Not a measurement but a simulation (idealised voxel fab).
voxel capacitor over wiring: a process module
cross-section cut | 285 nm wide | cells 5 nm
How to read a cross-section here: the picture is a grid of square cells, written as bands going from the top down, and any band can span one or more rows of cells. Each band's line starts with the height of the band's top and of its bottom, in nm. Then come its materials from left to right, each with its width in nm. One material with "everywhere" fills the band from edge to edge. "blank" is empty space. The reference from which all heights are counted is 0, the level beneath which the as-received wafer is entirely one material; the lowest band, having no lower bound, proceeds downward and is written after the example "z 0 and below". Width "30..40": first value at the band's top row of cells, second value at its bottom row, equal change from row to row. "remained the same" after a step means that no cell of the cross-section changed. So "Closed empty spaces" is basically the list of trapped voids: any empty space of 8 cells or more that can't reach the top through an opening. They're written width x height at distance, the distance being from the left edge, and it's all nm. Post-settings text on a step line: simulator's own remark regarding the step. "overlay nm" answers the question of how far to the right of plan the mask lay on a step that has a mask, and when it is negative the answer is to the left. For the reader: what remains of this document is a series of pairs, each showing a cross-section before one process step and a cross-section after that step which reaches down only to the lowest band that changed, with the step between them and its settings set out under the pair. It should not be assumed that a pair continues from the pair above it; the pairs can come from different runs of this module on the same starting wafer, and such continuity exists only where the entry headed "Pre-step cross-section" says so.
Pre-step cross-section:
z 0 and below: Si everywhere
Closed empty spaces: none
State After Step:
z 15 to 0: SiO2 everywhere
Heights below 0 show no change.
Closed empty spaces: none
Step, before to after (see cross-sections above): CONFORMAL_DEP (material SiO2; thk nm 15)
Pre-step cross-section: just use the after drawing of the pair above as your starting point.
State After Step:
z 20 to 15: SiN everywhere
Heights below 15 show no change.
Closed empty spaces: none
Step, before to after (see cross-sections above): CONFORMAL_DEP (material SiN; thk nm 5)
Pre-step cross-section: just use the after drawing of the pair above as your starting point.
State After Step:
z 40 to 20: SiO2 everywhere
Heights below 20 show no change.
Closed empty spaces: none
Step, before to after (see cross-sections above): DIRECTIONAL_DEP (material SiO2; thk nm 20)
Pre-step cross-section: just use the after drawing of the pair above as your starting point.
State After Step:
z 40 to 20: SiO2=90  blank=25  SiO2=55  blank=25  SiO2=90
Heights below 20 show no change.
Closed empty spaces: none
Step, before to after (see cross-sections above): MASKED_ETCH (tone open; mask id METAL_1; width nm 25; pitch nm 80; etch materials SiO2; depth nm 20; overlay nm 0)
Pre-step cross-section: just use the after drawing of the pair above as your starting point.
State After Step:
z 40 to 20: SiO2=90  blank=25  SiO2=55  blank=25  SiO2=90
z 20 to 15: SiN=90  blank=25  SiN=55  blank=25  SiN=90
Heights below 15 show no change.
Closed empty spaces: none
Step, before to after (see cross-sections above): MASKED_ETCH (tone open; mask id METAL_1; width nm 25; pitch nm 80; etch materials SiN; depth nm 5; overlay nm 0)
Pre-step cross-section: just use the after drawing of the pair above as your starting point.
State After Step:
z 45 to 40: TiN=95  blank=15  TiN=65  blank=15  TiN=95
z 40 to 20: SiO2=90  TiN=5  blank=15  TiN=5  SiO2=55  TiN=5  blank=15  TiN=5  SiO2=90
z 20 to 15: SiN=90  TiN=25  SiN=55  TiN=25  SiN=90
Heights below 15 show no change.
Closed empty spaces: none
Step, before to after (see cross-sections above): CONFORMAL_DEP (material TiN; thk nm 5)
Pre-step cross-section: just use the after drawing of the pair above as your starting point.
State After Step:
z 50 to 45: W everywhere
z 45 to 40: TiN=95  W=15  TiN=65  W=15  TiN=95
z 40 to 20: SiO2=90  TiN=5  W=15  TiN=5  SiO2=55  TiN=5  W=15  TiN=5  SiO2=90
Heights below 20 show no change.
Closed empty spaces: none
Step, before to after (see cross-sections above): FILL_DEP (material W; thk nm 5)
Pre-step cross-section: just use the after drawing of the pair above as your starting point.
State After Step:
z 40 to 20: SiO2=90  TiN=5  W=15  TiN=5  SiO2=55  TiN=5  W=15  TiN=5  SiO2=90
Heights below 20 show no change.
Closed empty spaces: none
Step, before to after (see cross-sections above): CMP (height nm 40)
Pre-step cross-section: just use the after drawing of the pair above as your starting point.
State After Step:
z 45 to 40: SiCN everywhere
Heights below 40 show no change.
Closed empty spaces: none
Step, before to after (see cross-sections above): CONFORMAL_DEP (material SiCN; thk nm 5)
Pre-step cross-section: just use the after drawing of the pair above as your starting point.
State After Step:
z 65 to 45: SiO2 everywhere
Heights below 45 show no change.
Closed empty spaces: none
Step, before to after (see cross-sections above): DIRECTIONAL_DEP (material SiO2; thk nm 20)
Pre-step cross-section: just use the after drawing of the pair above as your starting point.
State After Step:
z 85 to 65: resist=100  blank=15  resist=170
Heights below 65 show no change.
Closed empty spaces: none
Step, before to after (see cross-sections above): PATTERN (tone open; mask id PLUG_1; material resist; width nm 15; thk nm 20; overlay nm 0)
Pre-step cross-section: just use the after drawing of the pair above as your starting point.
State After Step:
z 85 to 65: resist=100  blank=15  resist=170
z 65 to 45: SiO2=100  blank=15  SiO2=170
Heights below 45 show no change.
Closed empty spaces: none
Step, before to after (see cross-sections above): DIRECTIONAL_ETCH (etch materials SiO2; depth nm 20)
Pre-step cross-section: just use the after drawing of the pair above as your starting point.
State After Step:
z 85 to 65: resist=100  blank=15  resist=170
z 65 to 45: SiO2=100  blank=15  SiO2=170
z 45 to 40: SiCN=100  blank=15  SiCN=170
Heights below 40 show no change.
Closed empty spaces: none
Step, before to after (see cross-sections above): DIRECTIONAL_ETCH (etch materials SiCN; depth nm 5)
Pre-step cross-section: just use the after drawing of the pair above as your starting point.
State After Step:
z 65 to 45: SiO2=100  blank=15  SiO2=170
Heights below 45 show no change.
Closed empty spaces: none
Step, before to after (see cross-sections above): STRIP (etch materials resist)
Pre-step cross-section: just use the after drawing of the pair above as your starting point.
State After Step:
z 70 to 65: TiN=105  blank=5  TiN=175
z 65 to 45: SiO2=100  TiN=5  blank=5  TiN=5  SiO2=170
z 45 to 40: SiCN=100  TiN=15  SiCN=170
Heights below 40 show no change.
Closed empty spaces: none
Step, before to after (see cross-sections above): CONFORMAL_DEP (material TiN; thk nm 5)
Pre-step cross-section: just use the after drawing of the pair above as your starting point.
State After Step:
z 80 to 70: Ru everywhere
z 70 to 65: TiN=105  Ru=5  TiN=175
z 65 to 45: SiO2=100  TiN=5  Ru=5  TiN=5  SiO2=170
Heights below 45 show no change.
Closed empty spaces: none
Step, before to after (see cross-sections above): FILL_DEP (material Ru; thk nm 10)
Pre-step cross-section: just use the after drawing of the pair above as your starting point.
State After Step:
z 65 to 45: SiO2=100  TiN=5  Ru=5  TiN=5  SiO2=170
Heights below 45 show no change.
Closed empty spaces: none
Step, before to after (see cross-sections above): CMP (height nm 65)
Pre-step cross-section: just use the after drawing of the pair above as your starting point.
State After Step:
z 70 to 65: TiN everywhere
Heights below 65 show no change.
Closed empty spaces: none
Step, before to after (see cross-sections above): DIRECTIONAL_DEP (material TiN; thk nm 5)
Pre-step cross-section: just use the after drawing of the pair above as your starting point.
State After Step:
z 75 to 70: HfO2 everywhere
Heights below 70 show no change.
Closed empty spaces: none
Step, before to after (see cross-sections above): DIRECTIONAL_DEP (material HfO2; thk nm 5)
Pre-step cross-section: just use the after drawing of the pair above as your starting point.
State After Step:
z 80 to 75: TiN everywhere
Heights below 75 show no change.
Closed empty spaces: none
Step, before to after (see cross-sections above): DIRECTIONAL_DEP (material TiN; thk nm 5)
Pre-step cross-section: just use the after drawing of the pair above as your starting point.
State After Step:
z 95 to 80: aC everywhere
Heights below 80 show no change.
Closed empty spaces: none
Step, before to after (see cross-sections above): DIRECTIONAL_DEP (material aC; thk nm 15)
Pre-step cross-section: just use the after drawing of the pair above as your starting point.
State After Step:
z 130 to 95: blank=100  resist=60  blank=125
Heights below 95 show no change.
Closed empty spaces: none
Step, before to after (see cross-sections above): PATTERN (tone cover; mask id UPPER_PLATE; material resist; width nm 60; thk nm 35; overlay nm 0)
Pre-step cross-section: just use the after drawing of the pair above as your starting point.
State After Step:
z 115 to 95: blank=100  resist=60  blank=125
z 95 to 80: blank=100  aC=60  blank=125
Heights below 80 show no change.
Closed empty spaces: none
Step, before to after (see cross-sections above): DIRECTIONAL_ETCH (etch materials aC; depth nm 15)
Pre-step cross-section: just use the after drawing of the pair above as your starting point.
State After Step:
z 95 to 80: blank=100  aC=60  blank=125
Heights below 80 show no change.
Closed empty spaces: none
Step, before to after (see cross-sections above): STRIP (etch materials resist)
Pre-step cross-section: just use the after drawing of the pair above as your starting point.
State After Step:
z 95 to 80: blank=100  aC=60  blank=125
z 80 to 75: blank=100  TiN=60  blank=125
Heights below 75 show no change.
Closed empty spaces: none
Step, before to after (see cross-sections above): DIRECTIONAL_ETCH (etch materials TiN; depth nm 5)
Pre-step cross-section: just use the after drawing of the pair above as your starting point.
State After Step:
z 95 to 80: blank=100  aC=60  blank=125
z 80 to 75: blank=100  TiN=60  blank=125
z 75 to 70: blank=100  HfO2=60  blank=125
Heights below 70 show no change.
Closed empty spaces: none
Step, before to after (see cross-sections above): DIRECTIONAL_ETCH (etch materials HfO2; depth nm 5)
Pre-step cross-section: just use the after drawing of the pair above as your starting point.
State After Step:
z 80 to 75: blank=100  TiN=60  blank=125
Heights below 75 show no change.
Closed empty spaces: none
Step, before to after (see cross-sections above): STRIP (etch materials aC)
Pre-step cross-section: just use the after drawing of the pair above as your starting point.
State After Step:
z 95 to 85: blank=100  aC=60  blank=125
z 85 to 80: aC everywhere
z 80 to 75: aC=100  TiN=60  aC=125
z 75 to 70: aC=100  HfO2=60  aC=125
Heights below 70 show no change.
Closed empty spaces: none
Step, before to after (see cross-sections above): DIRECTIONAL_DEP (material aC; thk nm 15)
Pre-step cross-section: just use the after drawing of the pair above as your starting point.
State After Step:
z 125 to 95: blank=95  resist=70  blank=120
z 95 to 85: blank=95  resist=5  aC=60  resist=5  blank=120
Heights below 85 show no change.
Closed empty spaces: none
Step, before to after (see cross-sections above): PATTERN (tone cover; mask id LOWER_PLATE; material resist; width nm 70; thk nm 30; overlay nm 0)
Pre-step cross-section: just use the after drawing of the pair above as your starting point.
State After Step:
z 110 to 95: blank=95  resist=70  blank=120
z 95 to 85: blank=95  resist=5  aC=60  resist=5  blank=120
z 85 to 80: blank=95  aC=70  blank=120
z 80 to 75: blank=95  aC=5  TiN=60  aC=5  blank=120
z 75 to 70: blank=95  aC=5  HfO2=60  aC=5  blank=120
Heights below 70 show no change.
Closed empty spaces: none
Step, before to after (see cross-sections above): DIRECTIONAL_ETCH (etch materials aC; depth nm 15)
Pre-step cross-section: just use the after drawing of the pair above as your starting point.
State After Step:
z 95 to 85: blank=100  aC=60  blank=125
Heights below 85 show no change.
Closed empty spaces: none
Step, before to after (see cross-sections above): STRIP (etch materials resist)
Pre-step cross-section: just use the after drawing of the pair above as your starting point.
State After Step:
z 95 to 85: blank=100  aC=60  blank=125
z 85 to 80: blank=95  aC=70  blank=120
z 80 to 75: blank=95  aC=5  TiN=60  aC=5  blank=120
z 75 to 70: blank=95  aC=5  HfO2=60  aC=5  blank=120
z 70 to 65: blank=95  TiN=70  blank=120
Heights below 65 show no change.
Closed empty spaces: none
Step, before to after (see cross-sections above): DIRECTIONAL_ETCH (etch materials TiN; depth nm 5)
Pre-step cross-section: just use the after drawing of the pair above as your starting point.
State After Step:
z 80 to 75: blank=100  TiN=60  blank=125
z 75 to 70: blank=100  HfO2=60  blank=125
Heights below 70 show no change.
Closed empty spaces: none
Step, before to after (see cross-sections above): STRIP (etch materials aC)
Pre-step cross-section: just use the after drawing of the pair above as your starting point.
State After Step:
z 100 to 80: SiO2 everywhere
z 80 to 75: SiO2=100  TiN=60  SiO2=125
z 75 to 70: SiO2=100  HfO2=60  SiO2=125
z 70 to 65: SiO2=95  TiN=70  SiO2=120
Heights below 65 show no change.
Closed empty spaces: none
Step, before to after (see cross-sections above): FILL_DEP (material SiO2; thk nm 20)
Pre-step cross-section: just use the after drawing of the pair above as your starting point.
State After Step:
z 95 to 80: SiO2 everywhere
Heights below 80 show no change.
Closed empty spaces: none
Step, before to after (see cross-sections above): CMP (height nm 95)
Pre-step cross-section: just use the after drawing of the pair above as your starting point.
State After Step:
z 115 to 95: resist=110  blank=15  resist=160
Heights below 95 show no change.
Closed empty spaces: none
Step, before to after (see cross-sections above): PATTERN (tone open; mask id PLUG_2; material resist; width nm 15; thk nm 20; overlay nm 0)
Pre-step cross-section: just use the after drawing of the pair above as your starting point.
State After Step:
z 115 to 95: resist=110  blank=15  resist=160
z 95 to 80: SiO2=110  blank=15  SiO2=160
Heights below 80 show no change.
Closed empty spaces: none
Step, before to after (see cross-sections above): DIRECTIONAL_ETCH (etch materials SiO2; depth nm 15)
Pre-step cross-section: just use the after drawing of the pair above as your starting point.
State After Step:
z 95 to 80: SiO2=110  blank=15  SiO2=160
Heights below 80 show no change.
Closed empty spaces: none
Step, before to after (see cross-sections above): STRIP (etch materials resist)
Pre-step cross-section: just use the after drawing of the pair above as your starting point.
State After Step:
z 100 to 95: TiN=115  blank=5  TiN=165
z 95 to 85: SiO2=110  TiN=5  blank=5  TiN=5  SiO2=160
z 85 to 75: SiO2=110..100  TiN=15..60  SiO2=160..125
Heights below 75 show no change.
Closed empty spaces: none
Step, before to after (see cross-sections above): CONFORMAL_DEP (material TiN; thk nm 5)
Pre-step cross-section: just use the after drawing of the pair above as your starting point.
State After Step:
z 110 to 100: Cu everywhere
z 100 to 95: TiN=115  Cu=5  TiN=165
z 95 to 85: SiO2=110  TiN=5  Cu=5  TiN=5  SiO2=160
Heights below 85 show no change.
Closed empty spaces: none
Step, before to after (see cross-sections above): FILL_DEP (material Cu; thk nm 10)
Pre-step cross-section: just use the after drawing of the pair above as your starting point.
State After Step:
z 95 to 85: SiO2=110  TiN=5  Cu=5  TiN=5  SiO2=160
Heights below 85 show no change.
Closed empty spaces: none
Step, before to after (see cross-sections above): CMP (height nm 95)
Pre-step cross-section: just use the after drawing of the pair above as your starting point.
State After Step:
z 100 to 95: SiN everywhere
Heights below 95 show no change.
Closed empty spaces: none
Step, before to after (see cross-sections above): CONFORMAL_DEP (material SiN; thk nm 5)
Pre-step cross-section:
z 80 to 70: Ru everywhere
z 70 to 65: TiN=105  Ru=5  TiN=175
z 65 to 45: SiO2=100  TiN=5  Ru=5  TiN=5  SiO2=170
z 45 to 40: SiCN=100  TiN=15  SiCN=170
z 40 to 20: SiO2=90  TiN=5  W=15  TiN=5  SiO2=55  TiN=5  W=15  TiN=5  SiO2=90
z 20 to 15: SiN=90  TiN=25  SiN=55  TiN=25  SiN=90
z 15 to 0: SiO2 everywhere
z 0 and below: Si everywhere
Closed empty spaces: none
State After Step:
z 85 to 80: TiN everywhere
Heights below 80 show no change.
Closed empty spaces: none
Step, before to after (see cross-sections above): DIRECTIONAL_DEP (material TiN; thk nm 5)
Pre-step cross-section: just use the after drawing of the pair above as your starting point.
State After Step:
z 90 to 85: HfO2 everywhere
Heights below 85 show no change.
Closed empty spaces: none
Step, before to after (see cross-sections above): DIRECTIONAL_DEP (material HfO2; thk nm 5)
Pre-step cross-section: just use the after drawing of the pair above as your starting point.
State After Step:
z 95 to 90: TiN everywhere
Heights below 90 show no change.
Closed empty spaces: none
Step, before to after (see cross-sections above): DIRECTIONAL_DEP (material TiN; thk nm 5)
Pre-step cross-section: just use the after drawing of the pair above as your starting point.
State After Step:
z 110 to 95: aC everywhere
Heights below 95 show no change.
Closed empty spaces: none
Step, before to after (see cross-sections above): DIRECTIONAL_DEP (material aC; thk nm 15)
Pre-step cross-section: just use the after drawing of the pair above as your starting point.
State After Step:
z 145 to 110: blank=100  resist=60  blank=125
Heights below 110 show no change.
Closed empty spaces: none
Step, before to after (see cross-sections above): PATTERN (tone cover; mask id UPPER_PLATE; material resist; width nm 60; thk nm 35; overlay nm 0)
Pre-step cross-section: just use the after drawing of the pair above as your starting point.
State After Step:
z 130 to 110: blank=100  resist=60  blank=125
z 110 to 95: blank=100  aC=60  blank=125
Heights below 95 show no change.
Closed empty spaces: none
Step, before to after (see cross-sections above): DIRECTIONAL_ETCH (etch materials aC; depth nm 15)
Pre-step cross-section: just use the after drawing of the pair above as your starting point.
State After Step:
z 110 to 95: blank=100  aC=60  blank=125
Heights below 95 show no change.
Closed empty spaces: none
Step, before to after (see cross-sections above): STRIP (etch materials resist)
Pre-step cross-section: just use the after drawing of the pair above as your starting point.
State After Step:
z 110 to 95: blank=100  aC=60  blank=125
z 95 to 90: blank=100  TiN=60  blank=125
Heights below 90 show no change.
Closed empty spaces: none
Step, before to after (see cross-sections above): DIRECTIONAL_ETCH (etch materials TiN; depth nm 5)
Pre-step cross-section: just use the after drawing of the pair above as your starting point.
State After Step:
z 110 to 95: blank=100  aC=60  blank=125
z 95 to 90: blank=100  TiN=60  blank=125
z 90 to 85: blank=100  HfO2=60  blank=125
Heights below 85 show no change.
Closed empty spaces: none
Step, before to after (see cross-sections above): DIRECTIONAL_ETCH (etch materials HfO2; depth nm 5)
Pre-step cross-section: just use the after drawing of the pair above as your starting point.
State After Step:
z 95 to 90: blank=100  TiN=60  blank=125
Heights below 90 show no change.
Closed empty spaces: none
Step, before to after (see cross-sections above): STRIP (etch materials aC)
Pre-step cross-section: just use the after drawing of the pair above as your starting point.
State After Step:
z 110 to 100: blank=100  aC=60  blank=125
z 100 to 95: aC everywhere
z 95 to 90: aC=100  TiN=60  aC=125
z 90 to 85: aC=100  HfO2=60  aC=125
Heights below 85 show no change.
Closed empty spaces: none
Step, before to after (see cross-sections above): DIRECTIONAL_DEP (material aC; thk nm 15)
Pre-step cross-section: just use the after drawing of the pair above as your starting point.
State After Step:
z 140 to 110: blank=95  resist=70  blank=120
z 110 to 100: blank=95  resist=5  aC=60  resist=5  blank=120
Heights below 100 show no change.
Closed empty spaces: none
Step, before to after (see cross-sections above): PATTERN (tone cover; mask id LOWER_PLATE; material resist; width nm 70; thk nm 30; overlay nm 0)
Pre-step cross-section: just use the after drawing of the pair above as your starting point.
State After Step:
z 125 to 110: blank=95  resist=70  blank=120
z 110 to 100: blank=95  resist=5  aC=60  resist=5  blank=120
z 100 to 95: blank=95  aC=70  blank=120
z 95 to 90: blank=95  aC=5  TiN=60  aC=5  blank=120
z 90 to 85: blank=95  aC=5  HfO2=60  aC=5  blank=120
Heights below 85 show no change.
Closed empty spaces: none
Step, before to after (see cross-sections above): DIRECTIONAL_ETCH (etch materials aC; depth nm 15)
Pre-step cross-section: just use the after drawing of the pair above as your starting point.
State After Step:
z 110 to 100: blank=100  aC=60  blank=125
Heights below 100 show no change.
Closed empty spaces: none
Step, before to after (see cross-sections above): STRIP (etch materials resist)
Pre-step cross-section: just use the after drawing of the pair above as your starting point.
State After Step:
z 110 to 100: blank=100  aC=60  blank=125
z 100 to 95: blank=95  aC=70  blank=120
z 95 to 90: blank=95  aC=5  TiN=60  aC=5  blank=120
z 90 to 85: blank=95  aC=5  HfO2=60  aC=5  blank=120
z 85 to 80: blank=95  TiN=70  blank=120
Heights below 80 show no change.
Closed empty spaces: none
Step, before to after (see cross-sections above): DIRECTIONAL_ETCH (etch materials TiN; depth nm 5)
Pre-step cross-section: just use the after drawing of the pair above as your starting point.
State After Step:
z 95 to 90: blank=100  TiN=60  blank=125
z 90 to 85: blank=100  HfO2=60  blank=125
Heights below 85 show no change.
Closed empty spaces: none
Step, before to after (see cross-sections above): STRIP (etch materials aC)
Pre-step cross-section: just use the after drawing of the pair above as your starting point.
State After Step:
z 115 to 95: SiO2 everywhere
z 95 to 90: SiO2=100  TiN=60  SiO2=125
z 90 to 85: SiO2=100  HfO2=60  SiO2=125
z 85 to 80: SiO2=95  TiN=70  SiO2=120
Heights below 80 show no change.
Closed empty spaces: none
Step, before to after (see cross-sections above): FILL_DEP (material SiO2; thk nm 20)
Pre-step cross-section: just use the after drawing of the pair above as your starting point.
State After Step:
z 95 to 90: SiO2=100  TiN=60  SiO2=125
Heights below 90 show no change.
Closed empty spaces: none
Step, before to after (see cross-sections above): CMP (height nm 95)
Pre-step cross-section: just use the after drawing of the pair above as your starting point.
State After Step:
z 115 to 95: resist=110  blank=15  resist=160
Heights below 95 show no change.
Closed empty spaces: none
Step, before to after (see cross-sections above): PATTERN (tone open; mask id PLUG_2; material resist; width nm 15; thk nm 20; overlay nm 0)
Pre-step cross-section: just use the after drawing of the pair above as your starting point.
State After Step:
z 95 to 90: SiO2=100  TiN=60  SiO2=125
Heights below 90 show no change.
Closed empty spaces: none
Step, before to after (see cross-sections above): STRIP (etch materials resist)
Pre-step cross-section: just use the after drawing of the pair above as your starting point.
State After Step:
z 100 to 95: TiN everywhere
Heights below 95 show no change.
Closed empty spaces: none
Step, before to after (see cross-sections above): CONFORMAL_DEP (material TiN; thk nm 5)
Pre-step cross-section: just use the after drawing of the pair above as your starting point.
State After Step:
z 110 to 100: Cu everywhere
Heights below 100 show no change.
Closed empty spaces: none
Step, before to after (see cross-sections above): FILL_DEP (material Cu; thk nm 10)
Pre-step cross-section: just use the after drawing of the pair above as your starting point.
State After Step:
z 95 to 90: SiO2=100  TiN=60  SiO2=125
Heights below 90 show no change.
Closed empty spaces: none
Step, before to after (see cross-sections above): CMP (height nm 95)
Pre-step cross-section: just use the after drawing of the pair above as your starting point.
State After Step:
z 100 to 95: SiN everywhere
Heights below 95 show no change.
Closed empty spaces: none
Step, before to after (see cross-sections above): CONFORMAL_DEP (material SiN; thk nm 5)
Pre-step cross-section:
z 15 to 0: SiO2 everywhere
z 0 and below: Si everywhere
Closed empty spaces: none
State After Step:
z 30 to 0: SiO2 everywhere
Heights below 0 show no change.
Closed empty spaces: none
Step, before to after (see cross-sections above): CONFORMAL_DEP (material SiO2; thk nm 15)
Pre-step cross-section: just use the after drawing of the pair above as your starting point.
State After Step:
z 35 to 30: SiN everywhere
Heights below 30 show no change.
Closed empty spaces: none
Step, before to after (see cross-sections above): CONFORMAL_DEP (material SiN; thk nm 5)
Pre-step cross-section: just use the after drawing of the pair above as your starting point.
State After Step:
z 55 to 35: SiO2 everywhere
Heights below 35 show no change.
Closed empty spaces: none
Step, before to after (see cross-sections above): DIRECTIONAL_DEP (material SiO2; thk nm 20)
Pre-step cross-section: just use the after drawing of the pair above as your starting point.
State After Step:
z 55 to 35: SiO2=90  blank=25  SiO2=55  blank=25  SiO2=90
Heights below 35 show no change.
Closed empty spaces: none
Step, before to after (see cross-sections above): MASKED_ETCH (tone open; mask id METAL_1; width nm 25; pitch nm 80; etch materials SiO2; depth nm 20; overlay nm 0)
Pre-step cross-section: just use the after drawing of the pair above as your starting point.
State After Step:
z 55 to 35: SiO2=90  blank=25  SiO2=55  blank=25  SiO2=90
z 35 to 30: SiN=90  blank=25  SiN=55  blank=25  SiN=90
Heights below 30 show no change.
Closed empty spaces: none
Step, before to after (see cross-sections above): MASKED_ETCH (tone open; mask id METAL_1; width nm 25; pitch nm 80; etch materials SiN; depth nm 5; overlay nm 0)
Pre-step cross-section: just use the after drawing of the pair above as your starting point.
State After Step:
z 60 to 55: TiN=95  blank=15  TiN=65  blank=15  TiN=95
z 55 to 35: SiO2=90  TiN=5  blank=15  TiN=5  SiO2=55  TiN=5  blank=15  TiN=5  SiO2=90
z 35 to 30: SiN=90  TiN=25  SiN=55  TiN=25  SiN=90
Heights below 30 show no change.
Closed empty spaces: none
Step, before to after (see cross-sections above): CONFORMAL_DEP (material TiN; thk nm 5)
Pre-step cross-section: just use the after drawing of the pair above as your starting point.
State After Step:
z 65 to 60: W everywhere
z 60 to 55: TiN=95  W=15  TiN=65  W=15  TiN=95
z 55 to 35: SiO2=90  TiN=5  W=15  TiN=5  SiO2=55  TiN=5  W=15  TiN=5  SiO2=90
Heights below 35 show no change.
Closed empty spaces: none
Step, before to after (see cross-sections above): FILL_DEP (material W; thk nm 5)
Pre-step cross-section: just use the after drawing of the pair above as your starting point.
State After Step:
z 40 to 35: SiO2=90  TiN=5  W=15  TiN=5  SiO2=55  TiN=5  W=15  TiN=5  SiO2=90
Heights below 35 show no change.
Closed empty spaces: none
Step, before to after (see cross-sections above): CMP (height nm 40)
Pre-step cross-section: just use the after drawing of the pair above as your starting point.
State After Step:
z 45 to 40: SiCN everywhere
Heights below 40 show no change.
Closed empty spaces: none
Step, before to after (see cross-sections above): CONFORMAL_DEP (material SiCN; thk nm 5)
Pre-step cross-section: just use the after drawing of the pair above as your starting point.
State After Step:
z 65 to 45: SiO2 everywhere
Heights below 45 show no change.
Closed empty spaces: none
Step, before to after (see cross-sections above): DIRECTIONAL_DEP (material SiO2; thk nm 20)
Pre-step cross-section: just use the after drawing of the pair above as your starting point.
State After Step:
z 85 to 65: resist=100  blank=15  resist=170
Heights below 65 show no change.
Closed empty spaces: none
Step, before to after (see cross-sections above): PATTERN (tone open; mask id PLUG_1; material resist; width nm 15; thk nm 20; overlay nm 0)
Pre-step cross-section: just use the after drawing of the pair above as your starting point.
State After Step:
z 85 to 65: resist=100  blank=15  resist=170
z 65 to 45: SiO2=100  blank=15  SiO2=170
Heights below 45 show no change.
Closed empty spaces: none
Step, before to after (see cross-sections above): DIRECTIONAL_ETCH (etch materials SiO2; depth nm 20)
Pre-step cross-section: just use the after drawing of the pair above as your starting point.
State After Step:
z 85 to 65: resist=100  blank=15  resist=170
z 65 to 45: SiO2=100  blank=15  SiO2=170
z 45 to 40: SiCN=100  blank=15  SiCN=170
Heights below 40 show no change.
Closed empty spaces: none
Step, before to after (see cross-sections above): DIRECTIONAL_ETCH (etch materials SiCN; depth nm 5)
Pre-step cross-section: just use the after drawing of the pair above as your starting point.
State After Step:
z 65 to 45: SiO2=100  blank=15  SiO2=170
Heights below 45 show no change.
Closed empty spaces: none
Step, before to after (see cross-sections above): STRIP (etch materials resist)
Pre-step cross-section: just use the after drawing of the pair above as your starting point.
State After Step:
z 70 to 65: TiN=105  blank=5  TiN=175
z 65 to 45: SiO2=100  TiN=5  blank=5  TiN=5  SiO2=170
z 45 to 40: SiCN=100  TiN=15  SiCN=170
Heights below 40 show no change.
Closed empty spaces: none
Step, before to after (see cross-sections above): CONFORMAL_DEP (material TiN; thk nm 5)
Pre-step cross-section: just use the after drawing of the pair above as your starting point.
State After Step:
z 80 to 70: Ru everywhere
z 70 to 65: TiN=105  Ru=5  TiN=175
z 65 to 45: SiO2=100  TiN=5  Ru=5  TiN=5  SiO2=170
Heights below 45 show no change.
Closed empty spaces: none
Step, before to after (see cross-sections above): FILL_DEP (material Ru; thk nm 10)
Pre-step cross-section: just use the after drawing of the pair above as your starting point.
State After Step:
z 65 to 45: SiO2=100  TiN=5  Ru=5  TiN=5  SiO2=170
Heights below 45 show no change.
Closed empty spaces: none
Step, before to after (see cross-sections above): CMP (height nm 65)
Pre-step cross-section: just use the after drawing of the pair above as your starting point.
State After Step:
z 70 to 65: TiN everywhere
Heights below 65 show no change.
Closed empty spaces: none
Step, before to after (see cross-sections above): DIRECTIONAL_DEP (material TiN; thk nm 5)
Pre-step cross-section: just use the after drawing of the pair above as your starting point.
State After Step:
z 75 to 70: HfO2 everywhere
Heights below 70 show no change.
Closed empty spaces: none
Step, before to after (see cross-sections above): DIRECTIONAL_DEP (material HfO2; thk nm 5)
Pre-step cross-section: just use the after drawing of the pair above as your starting point.
State After Step:
z 80 to 75: TiN everywhere
Heights below 75 show no change.
Closed empty spaces: none
Step, before to after (see cross-sections above): DIRECTIONAL_DEP (material TiN; thk nm 5)
Pre-step cross-section: just use the after drawing of the pair above as your starting point.
State After Step:
z 95 to 80: aC everywhere
Heights below 80 show no change.
Closed empty spaces: none
Step, before to after (see cross-sections above): DIRECTIONAL_DEP (material aC; thk nm 15)
Pre-step cross-section: just use the after drawing of the pair above as your starting point.
State After Step:
z 130 to 95: blank=100  resist=60  blank=125
Heights below 95 show no change.
Closed empty spaces: none
Step, before to after (see cross-sections above): PATTERN (tone cover; mask id UPPER_PLATE; material resist; width nm 60; thk nm 35; overlay nm 0)
Pre-step cross-section: just use the after drawing of the pair above as your starting point.
State After Step:
z 115 to 95: blank=100  resist=60  blank=125
z 95 to 80: blank=100  aC=60  blank=125
Heights below 80 show no change.
Closed empty spaces: none
Step, before to after (see cross-sections above): DIRECTIONAL_ETCH (etch materials aC; depth nm 15)
Pre-step cross-section: just use the after drawing of the pair above as your starting point.
State After Step:
z 95 to 80: blank=100  aC=60  blank=125
Heights below 80 show no change.
Closed empty spaces: none
Step, before to after (see cross-sections above): STRIP (etch materials resist)
Pre-step cross-section: just use the after drawing of the pair above as your starting point.
State After Step:
z 95 to 80: blank=100  aC=60  blank=125
z 80 to 75: blank=100  TiN=60  blank=125
Heights below 75 show no change.
Closed empty spaces: none
Step, before to after (see cross-sections above): DIRECTIONAL_ETCH (etch materials TiN; depth nm 5)
Pre-step cross-section: just use the after drawing of the pair above as your starting point.
State After Step:
z 95 to 80: blank=100  aC=60  blank=125
z 80 to 75: blank=100  TiN=60  blank=125
z 75 to 70: blank=100  HfO2=60  blank=125
Heights below 70 show no change.
Closed empty spaces: none
Step, before to after (see cross-sections above): DIRECTIONAL_ETCH (etch materials HfO2; depth nm 5)
Pre-step cross-section: just use the after drawing of the pair above as your starting point.
State After Step:
z 80 to 75: blank=100  TiN=60  blank=125
Heights below 75 show no change.
Closed empty spaces: none
Step, before to after (see cross-sections above): STRIP (etch materials aC)
Pre-step cross-section: just use the after drawing of the pair above as your starting point.
State After Step:
z 95 to 85: blank=100  aC=60  blank=125
z 85 to 80: aC everywhere
z 80 to 75: aC=100  TiN=60  aC=125
z 75 to 70: aC=100  HfO2=60  aC=125
Heights below 70 show no change.
Closed empty spaces: none
Step, before to after (see cross-sections above): DIRECTIONAL_DEP (material aC; thk nm 15)
Pre-step cross-section: just use the after drawing of the pair above as your starting point.
State After Step:
z 125 to 95: blank=95  resist=70  blank=120
z 95 to 85: blank=95  resist=5  aC=60  resist=5  blank=120
Heights below 85 show no change.
Closed empty spaces: none
Step, before to after (see cross-sections above): PATTERN (tone cover; mask id LOWER_PLATE; material resist; width nm 70; thk nm 30; overlay nm 0)
Pre-step cross-section: just use the after drawing of the pair above as your starting point.
State After Step:
z 110 to 95: blank=95  resist=70  blank=120
z 95 to 85: blank=95  resist=5  aC=60  resist=5  blank=120
z 85 to 80: blank=95  aC=70  blank=120
z 80 to 75: blank=95  aC=5  TiN=60  aC=5  blank=120
z 75 to 70: blank=95  aC=5  HfO2=60  aC=5  blank=120
Heights below 70 show no change.
Closed empty spaces: none
Step, before to after (see cross-sections above): DIRECTIONAL_ETCH (etch materials aC; depth nm 15)
Pre-step cross-section: just use the after drawing of the pair above as your starting point.
State After Step:
z 95 to 85: blank=100  aC=60  blank=125
Heights below 85 show no change.
Closed empty spaces: none
Step, before to after (see cross-sections above): STRIP (etch materials resist)
